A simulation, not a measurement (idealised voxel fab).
process module | voxel transistor to metal
cross-section cut | 215 nm wide | cells 5 nm
A cross-section is a grid of square cells, given in bands from the top down. A band is one or more rows of cells.
Each band's line starts with the height of the band's top and of its bottom, in nm. Then come its materials from left to right, each with its width in nm. One material with "throughout" fills the band from edge to edge. "air" is empty space.
Height 0 is the level under which the wafer as received is all one material. The lowest band goes on downwards, as in "0 down".
A width such as "30 to 40" changes by the same amount from each row of cells to the next, from the band's top row to its bottom row.
"no change" after a step means that no cell of the cross-section changed.
closed voids: empty space of 8 cells or more with no open way to the top, each as width x height at its distance from the left edge, in nm
after a step's settings: what the simulator itself notes on the step
overlay nm, on a step with a mask: how far to the right of its planned place the mask lay; to the left if negative
plan
1 op RECEIVE | material Si
2 op OXIDIZE | depth nm 5
3 op CONFORMAL_DEP | material SiN | thk nm 10
4 op DIRECTIONAL_DEP | material aC | thk nm 15
5 op PATTERN | tone cover | mask id ACTIVE | material resist | width nm 115 | thk nm 30 | overlay nm 0
6 op DIRECTIONAL_ETCH | etch materials aC | depth nm 15
7 op STRIP | etch materials resist
8 op DIRECTIONAL_ETCH | etch materials SiN | depth nm 10
9 op DIRECTIONAL_ETCH | etch materials SiO2 | depth nm 5
10 op DIRECTIONAL_ETCH | etch materials Si | depth nm 25
11 op STRIP | etch materials aC
12 op FILL_DEP | material SiO2 | thk nm 10
13 op CMP | height nm 10
14 op SELECTIVE_ETCH | etch materials SiO2 | depth nm 10
15 op STRIP | etch materials SiN
16 op SELECTIVE_ETCH | etch materials SiO2 | depth nm 5
17 op OXIDIZE | depth nm 5
18 op DIRECTIONAL_DEP | material polySi | thk nm 25
19 op DIRECTIONAL_DEP | material SiCN | thk nm 15
20 op PATTERN | tone cover | mask id GATE | material resist | width nm 35 | thk nm 15 | overlay nm 0
21 op DIRECTIONAL_ETCH | etch materials SiCN | depth nm 25
22 op DIRECTIONAL_ETCH | etch materials polySi | depth nm 35
23 op STRIP | etch materials resist
24 op CONFORMAL_DEP | material SiO2 | thk nm 5
25 op DIRECTIONAL_ETCH | etch materials SiO2 | depth nm 5
26 op CONFORMAL_DEP | material SiN | thk nm 5
27 op DIRECTIONAL_ETCH | etch materials SiN | depth nm 5
28 op DIRECTIONAL_ETCH | etch materials SiO2 | depth nm 5
29 op EPI | material pSi | thk nm 5
30 op FILL_DEP | material SiO2 | thk nm 10
31 op CMP | height nm 20
32 op STRIP | etch materials polySi
33 op SELECTIVE_ETCH | etch materials SiO2 | depth nm 5
34 op CONFORMAL_DEP | material HfO2 | thk nm 5
35 op CONFORMAL_DEP | material TiN | thk nm 5
36 op FILL_DEP | material W | thk nm 10
37 op CMP | height nm 15
38 op DIRECTIONAL_DEP | material SiO2 | thk nm 15
39 op MASKED_ETCH | tone open | mask id CONTACT | width nm 15 | pitch nm 80 | etch materials SiO2 | depth nm 35 | overlay nm 0
40 op CONFORMAL_DEP | material TiN | thk nm 5
41 op FILL_DEP | material W | thk nm 5
42 op CMP | height nm 30
43 op CONFORMAL_DEP | material SiCN | thk nm 5
44 op DIRECTIONAL_DEP | material SiO2 | thk nm 20
45 op PATTERN | tone open | mask id METAL_1 | material resist | width nm 15 | pitch nm 80 | thk nm 15 | overlay nm 0
46 op DIRECTIONAL_ETCH | etch materials SiO2 | depth nm 20
47 op DIRECTIONAL_ETCH | etch materials SiCN | depth nm 5
48 op STRIP | etch materials resist
49 op CONFORMAL_DEP | material TiN | thk nm 5
50 op FILL_DEP | material Cu | thk nm 10
51 op CMP | height nm 55
52 op EPI | material Ru | thk nm 5
53 op FILL_DEP | material SiCN | thk nm 5
first wafer, as planned
as received, after step 1
  0 down: Si throughout
  closed voids: none
after step 2
  0 to -5: SiO2 throughout
  below -5: unchanged
after step 3
  10 to 0: SiN throughout
  below 0: unchanged
after step 4
  25 to 10: aC throughout
  below 10: unchanged
after step 5
  55 to 25: air 50 | resist 115 | air 50
  below 25: unchanged
after step 6
  40 to 25: air 50 | resist 115 | air 50
  25 to 10: air 50 | aC 115 | air 50
  below 10: unchanged
after step 7
  25 to 10: air 50 | aC 115 | air 50
  below 10: unchanged
after step 8
  25 to 10: air 50 | aC 115 | air 50
  10 to 0: air 50 | SiN 115 | air 50
  below 0: unchanged
after step 9
  25 to 10: air 50 | aC 115 | air 50
  10 to 0: air 50 | SiN 115 | air 50
  0 to -5: air 50 | SiO2 115 | air 50
  below -5: unchanged
after step 10
  25 to 10: air 50 | aC 115 | air 50
  10 to 0: air 50 | SiN 115 | air 50
  0 to -5: air 50 | SiO2 115 | air 50
  -5 to -30: air 50 | Si 115 | air 50
  below -30: unchanged
after step 11
  10 to 0: air 50 | SiN 115 | air 50
  below 0: unchanged
after step 12
  20 to 10: SiO2 throughout
  10 to 0: SiO2 50 | SiN 115 | SiO2 50
  0 to -5: SiO2 throughout
  -5 to -30: SiO2 50 | Si 115 | SiO2 50
  below -30: unchanged
after step 13
  10 to 0: SiO2 50 | SiN 115 | SiO2 50
  below 0: unchanged
after step 14
  10 to 0: air 50 | SiN 115 | air 50
  below 0: unchanged
after step 15
  0 to -5: SiO2 throughout
  below -5: unchanged
after step 16
  -5 to -30: SiO2 50 | Si 115 | SiO2 50
  below -30: unchanged
after step 17
  -5 to -10: SiO2 throughout
  below -10: unchanged
after step 18
  20 to -5: polySi throughout
  below -5: unchanged
after step 19
  35 to 20: SiCN throughout
  below 20: unchanged
after step 20
  50 to 35: air 90 | resist 35 | air 90
  below 35: unchanged
after step 21
  50 to 35: air 90 | resist 35 | air 90
  35 to 20: air 90 | SiCN 35 | air 90
  below 20: unchanged
after step 22
  50 to 35: air 90 | resist 35 | air 90
  35 to 20: air 90 | SiCN 35 | air 90
  20 to -5: air 90 | polySi 35 | air 90
  below -5: unchanged
after step 23
  35 to 20: air 90 | SiCN 35 | air 90
  below 20: unchanged
after step 24
  40 to 35: air 85 | SiO2 45 | air 85
  35 to 20: air 85 | SiO2 5 | SiCN 35 | SiO2 5 | air 85
  20 to 0: air 85 | SiO2 5 | polySi 35 | SiO2 5 | air 85
  0 to -5: SiO2 90 | polySi 35 | SiO2 90
  below -5: unchanged
after step 25
  35 to 20: air 85 | SiO2 5 | SiCN 35 | SiO2 5 | air 85
  20 to -5: air 85 | SiO2 5 | polySi 35 | SiO2 5 | air 85
  below -5: unchanged
after step 26
  40 to 35: air 80 | SiN 55 | air 80
  35 to 20: air 80 | SiN 5 | SiO2 5 | SiCN 35 | SiO2 5 | SiN 5 | air 80
  20 to 0: air 80 | SiN 5 | SiO2 5 | polySi 35 | SiO2 5 | SiN 5 | air 80
  0 to -5: SiN 85 | SiO2 5 | polySi 35 | SiO2 5 | SiN 85
  below -5: unchanged
after step 27
  35 to 20: air 80 | SiN 5 | SiO2 5 | SiCN 35 | SiO2 5 | SiN 5 | air 80
  20 to -5: air 80 | SiN 5 | SiO2 5 | polySi 35 | SiO2 5 | SiN 5 | air 80
  below -5: unchanged
after step 28
  35 to 30: air 80 | SiN 5 | air 5 | SiCN 35 | air 5 | SiN 5 | air 80
  30 to 20: air 80 | SiN 5 | SiO2 5 | SiCN 35 | SiO2 5 | SiN 5 | air 80
  20 to -5: air 80 | SiN 5 | SiO2 5 | polySi 35 | SiO2 5 | SiN 5 | air 80
  -5 to -10: air 80 | SiO2 55 | air 80
  below -10: unchanged
after step 29
  35 to 30: air 80 | SiN 5 | air 5 | SiCN 35 | air 5 | SiN 5 | air 80
  30 to 20: air 80 | SiN 5 | SiO2 5 | SiCN 35 | SiO2 5 | SiN 5 | air 80
  20 to -5: air 80 | SiN 5 | SiO2 5 | polySi 35 | SiO2 5 | SiN 5 | air 80
  -5 to -10: air 45 | pSi 35 | SiO2 55 | pSi 35 | air 45
  below -10: unchanged
after step 30
  45 to 35: SiO2 throughout
  35 to 20: SiO2 80 | SiN 5 | SiO2 5 | SiCN 35 | SiO2 5 | SiN 5 | SiO2 80
  20 to -5: SiO2 80 | SiN 5 | SiO2 5 | polySi 35 | SiO2 5 | SiN 5 | SiO2 80
  -5 to -10: SiO2 45 | pSi 35 | SiO2 55 | pSi 35 | SiO2 45
  below -10: unchanged
after step 31
  20 to -5: SiO2 80 | SiN 5 | SiO2 5 | polySi 35 | SiO2 5 | SiN 5 | SiO2 80
  below -5: unchanged
after step 32
  20 to -5: SiO2 80 | SiN 5 | SiO2 5 | air 35 | SiO2 5 | SiN 5 | SiO2 80
  below -5: unchanged
after step 33
  20 to 15: air 80 | SiN 5 | air 45 | SiN 5 | air 80
  15 to -5: SiO2 80 | SiN 5 | air 45 | SiN 5 | SiO2 80
  -5 to -10: SiO2 45 | pSi 35 | SiO2 5 | air 45 | SiO2 5 | pSi 35 | SiO2 45
  below -10: unchanged
after step 34
  25 to 20: air 75 | HfO2 15 | air 35 | HfO2 15 | air 75
  20 to 15: HfO2 80 | SiN 5 | HfO2 5 | air 35 | HfO2 5 | SiN 5 | HfO2 80
  15 to -5: SiO2 80 | SiN 5 | HfO2 5 | air 35 | HfO2 5 | SiN 5 | SiO2 80
  -5 to -10: SiO2 45 | pSi 35 | SiO2 5 | HfO2 45 | SiO2 5 | pSi 35 | SiO2 45
  below -10: unchanged
after step 35
  30 to 25: air 70 | TiN 25 | air 25 | TiN 25 | air 70
  25 to 20: TiN 75 | HfO2 15 | TiN 5 | air 25 | TiN 5 | HfO2 15 | TiN 75
  20 to 15: HfO2 80 | SiN 5 | HfO2 5 | TiN 5 | air 25 | TiN 5 | HfO2 5 | SiN 5 | HfO2 80
  15 to 0: SiO2 80 | SiN 5 | HfO2 5 | TiN 5 | air 25 | TiN 5 | HfO2 5 | SiN 5 | SiO2 80
  0 to -5: SiO2 80 | SiN 5 | HfO2 5 | TiN 35 | HfO2 5 | SiN 5 | SiO2 80
  below -5: unchanged
after step 36
  40 to 30: W throughout
  30 to 25: W 70 | TiN 25 | W 25 | TiN 25 | W 70
  25 to 20: TiN 75 | HfO2 15 | TiN 5 | W 25 | TiN 5 | HfO2 15 | TiN 75
  20 to 15: HfO2 80 | SiN 5 | HfO2 5 | TiN 5 | W 25 | TiN 5 | HfO2 5 | SiN 5 | HfO2 80
  15 to 0: SiO2 80 | SiN 5 | HfO2 5 | TiN 5 | W 25 | TiN 5 | HfO2 5 | SiN 5 | SiO2 80
  below 0: unchanged
after step 37
  15 to 0: SiO2 80 | SiN 5 | HfO2 5 | TiN 5 | W 25 | TiN 5 | HfO2 5 | SiN 5 | SiO2 80
  below 0: unchanged
after step 38
  30 to 15: SiO2 throughout
  below 15: unchanged
after step 39
  30 to 15: SiO2 60 | air 15 | SiO2 65 | air 15 | SiO2 60
  15 to 0: SiO2 60 | air 15 | SiO2 5 | SiN 5 | HfO2 5 | TiN 5 | W 25 | TiN 5 | HfO2 5 | SiN 5 | SiO2 5 | air 15 | SiO2 60
  0 to -5: SiO2 60 | air 15 | SiO2 5 | SiN 5 | HfO2 5 | TiN 35 | HfO2 5 | SiN 5 | SiO2 5 | air 15 | SiO2 60
  below -5: unchanged
after step 40
  35 to 30: TiN 65 | air 5 | TiN 75 | air 5 | TiN 65
  30 to 15: SiO2 60 | TiN 5 | air 5 | TiN 5 | SiO2 65 | TiN 5 | air 5 | TiN 5 | SiO2 60
  15 to 0: SiO2 60 | TiN 5 | air 5 | TiN 5 | SiO2 5 | SiN 5 | HfO2 5 | TiN 5 | W 25 | TiN 5 | HfO2 5 | SiN 5 | SiO2 5 | TiN 5 | air 5 | TiN 5 | SiO2 60
  0 to -5: SiO2 60 | TiN 15 | SiO2 5 | SiN 5 | HfO2 5 | TiN 35 | HfO2 5 | SiN 5 | SiO2 5 | TiN 15 | SiO2 60
  below -5: unchanged
after step 41
  40 to 35: W throughout
  35 to 30: TiN 65 | W 5 | TiN 75 | W 5 | TiN 65
  30 to 15: SiO2 60 | TiN 5 | W 5 | TiN 5 | SiO2 65 | TiN 5 | W 5 | TiN 5 | SiO2 60
  15 to 0: SiO2 60 | TiN 5 | W 5 | TiN 5 | SiO2 5 | SiN 5 | HfO2 5 | TiN 5 | W 25 | TiN 5 | HfO2 5 | SiN 5 | SiO2 5 | TiN 5 | W 5 | TiN 5 | SiO2 60
  below 0: unchanged
after step 42
  30 to 15: SiO2 60 | TiN 5 | W 5 | TiN 5 | SiO2 65 | TiN 5 | W 5 | TiN 5 | SiO2 60
  below 15: unchanged
after step 43
  35 to 30: SiCN throughout
  below 30: unchanged
after step 44
  55 to 35: SiO2 throughout
  below 35: unchanged
after step 45
  70 to 55: resist 60 | air 15 | resist 65 | air 15 | resist 60
  below 55: unchanged
after step 46
  70 to 55: resist 60 | air 15 | resist 65 | air 15 | resist 60
  55 to 35: SiO2 60 | air 15 | SiO2 65 | air 15 | SiO2 60
  below 35: unchanged
after step 47
  70 to 55: resist 60 | air 15 | resist 65 | air 15 | resist 60
  55 to 35: SiO2 60 | air 15 | SiO2 65 | air 15 | SiO2 60
  35 to 30: SiCN 60 | air 15 | SiCN 65 | air 15 | SiCN 60
  below 30: unchanged
after step 48
  55 to 35: SiO2 60 | air 15 | SiO2 65 | air 15 | SiO2 60
  below 35: unchanged
after step 49
  60 to 55: TiN 65 | air 5 | TiN 75 | air 5 | TiN 65
  55 to 35: SiO2 60 | TiN 5 | air 5 | TiN 5 | SiO2 65 | TiN 5 | air 5 | TiN 5 | SiO2 60
  35 to 30: SiCN 60 | TiN 15 | SiCN 65 | TiN 15 | SiCN 60
  below 30: unchanged
after step 50
  70 to 60: Cu throughout
  60 to 55: TiN 65 | Cu 5 | TiN 75 | Cu 5 | TiN 65
  55 to 35: SiO2 60 | TiN 5 | Cu 5 | TiN 5 | SiO2 65 | TiN 5 | Cu 5 | TiN 5 | SiO2 60
  below 35: unchanged
after step 51
  55 to 35: SiO2 60 | TiN 5 | Cu 5 | TiN 5 | SiO2 65 | TiN 5 | Cu 5 | TiN 5 | SiO2 60
  below 35: unchanged
after step 52
  60 to 55: air 55 | Ru 25 | air 55 | Ru 25 | air 55
  below 55: unchanged
after step 53
  65 to 60: SiCN throughout
  60 to 55: SiCN 55 | Ru 25 | SiCN 55 | Ru 25 | SiCN 55
  below 55: unchanged
second wafer: like start, like plan, one mistake. Through step 44 it matches the first wafer
when step 45 should have ended
  70 to 55: air 60 | resist 15 | air 65 | resist 15 | air 60
  below 55: unchanged
when step 46 should have ended
  70 to 55: air 60 | resist 15 | air 65 | resist 15 | air 60
  55 to 35: air 60 | SiO2 15 | air 65 | SiO2 15 | air 60
  below 35: unchanged
when step 47 should have ended
  70 to 55: air 60 | resist 15 | air 65 | resist 15 | air 60
  55 to 35: air 60 | SiO2 15 | air 65 | SiO2 15 | air 60
  35 to 30: air 60 | SiCN 15 | air 65 | SiCN 15 | air 60
  below 30: unchanged
when step 48 should have ended
  55 to 35: air 60 | SiO2 15 | air 65 | SiO2 15 | air 60
  below 35: unchanged
when step 49 should have ended
  60 to 55: air 55 | TiN 25 | air 55 | TiN 25 | air 55
  55 to 35: air 55 | TiN 5 | SiO2 15 | TiN 5 | air 55 | TiN 5 | SiO2 15 | TiN 5 | air 55
  35 to 30: TiN 60 | SiCN 15 | TiN 65 | SiCN 15 | TiN 60
  below 30: unchanged
when step 50 should have ended
  70 to 60: Cu throughout
  60 to 55: Cu 55 | TiN 25 | Cu 55 | TiN 25 | Cu 55
  55 to 35: Cu 55 | TiN 5 | SiO2 15 | TiN 5 | Cu 55 | TiN 5 | SiO2 15 | TiN 5 | Cu 55
  below 35: unchanged
when step 51 should have ended
  55 to 35: Cu 55 | TiN 5 | SiO2 15 | TiN 5 | Cu 55 | TiN 5 | SiO2 15 | TiN 5 | Cu 55
  below 35: unchanged
when step 52 should have ended
  60 to 55: Ru 65 | air 5 | Ru 75 | air 5 | Ru 65
  below 55: unchanged
when step 53 should have ended
  65 to 60: SiCN throughout
  60 to 55: Ru 65 | SiCN 5 | Ru 75 | SiCN 5 | Ru 65
  below 55: unchanged
what went wrong: step 45 ran as: op PATTERN | tone cover | mask id METAL_1 | material resist | width nm 15 | pitch nm 80 | thk nm 15 | overlay nm 0
at the end the second wafer has, in cells: 124 more of Cu | 31 more of Ru | 62 fewer of SiCN | 124 fewer of SiO2 | 31 more of TiN
